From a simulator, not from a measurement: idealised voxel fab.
Process module, titled voxel plated lines
FYI the section here is cut, 265 nm wide, cells are 5 nm squares.
If you're reading a cross-section in this doc, picture square cells in a grid; it comes to you as bands, top ones listed first down to the bottom, and a band can be one or more rows of cells. Within each band entry, the heights of the top and of the bottom of the band appear first, in that order and in nm; the materials of the band then follow from left to right, each with its corresponding width in nm. The designation "edge to edge" on a single material indicates that it fills the band from edge to edge; the designation "empty" indicates empty space. Height is counted from the level 0, under which the received wafer is composed throughout of one material. The lowest of the bands is not closed at the bottom but continues downward, in the notation "0 and below". Graded width ("30..40"): value in top row of band = first number; value in bottom row = second number; row-to-row change constant. Given "everything unchanged" for a step, no cell of the cross-section differs between before and after that step. "Enclosed internal voids": sealed empty spaces, 8 cells or more, no open way to top, listed width x height at distance, with distance from the left edge and width, height and distance in nm. after a step's settings: what the simulator itself notes on the step. A step line may carry the setting "overlay nm", which, for steps involving a mask, states the distance by which the mask lay to the right of its intended position; negative values denote displacement to the left.

### The steps planned for the process are as follows
1,RECEIVE | material Si
2,CONFORMAL_DEP | material SiO2 | thk nm 15
3,DIRECTIONAL_DEP | material TiN | thk nm 5
4,PATTERN | tone open | mask id LINES | material resist | width nm 20 | pitch nm 50 | thk nm 20 | overlay nm 0
5,EPI | material Ru | thk nm 5
6,STRIP | etch materials resist
7,DIRECTIONAL_ETCH | etch materials TiN | depth nm 5
8,CONFORMAL_DEP | material SiN | thk nm 10

### Incoming wafer in cross-section (state: after step 1)
- 0 and below = Si edge to edge
- Enclosed internal voids: none

### Cross-sectional view of the first of the two wafers upon completion of the module, processed in accordance with the plan
- 35 down to 25 = empty (35)  SiN (40)  empty (10)  SiN (40)  empty (10)  SiN (40)  empty (10)  SiN (40)  empty (40)
- 25 down to 20 = SiN (45)  Ru (20)  SiN (30)  Ru (20)  SiN (30)  Ru (20)  SiN (30)  Ru (20)  SiN (50)
- 20 down to 15 = SiN (45)  TiN (20)  SiN (30)  TiN (20)  SiN (30)  TiN (20)  SiN (30)  TiN (20)  SiN (50)
- 15 down to 0 = SiO2 edge to edge
- 0 and below = Si edge to edge
- Enclosed internal voids: none

### Wafer two, sectioned after the module: the first wafer's start, the first wafer's plan, and one mistake in how it was run
- 25 down to 20 = empty (45)  Ru (20)  empty (30)  Ru (20)  empty (30)  Ru (20)  empty (30)  Ru (20)  empty (50)
- 20 down to 15 = empty (45)  TiN (20)  empty (30)  TiN (20)  empty (30)  TiN (20)  empty (30)  TiN (20)  empty (50)
- 15 down to 0 = SiO2 edge to edge
- 0 and below = Si edge to edge
- Enclosed internal voids: none
Want to know what went wrong? not run: step 8 of the plan (skipped)
Materials where the second wafer ends with more or fewer cells than the first: -138 SiN
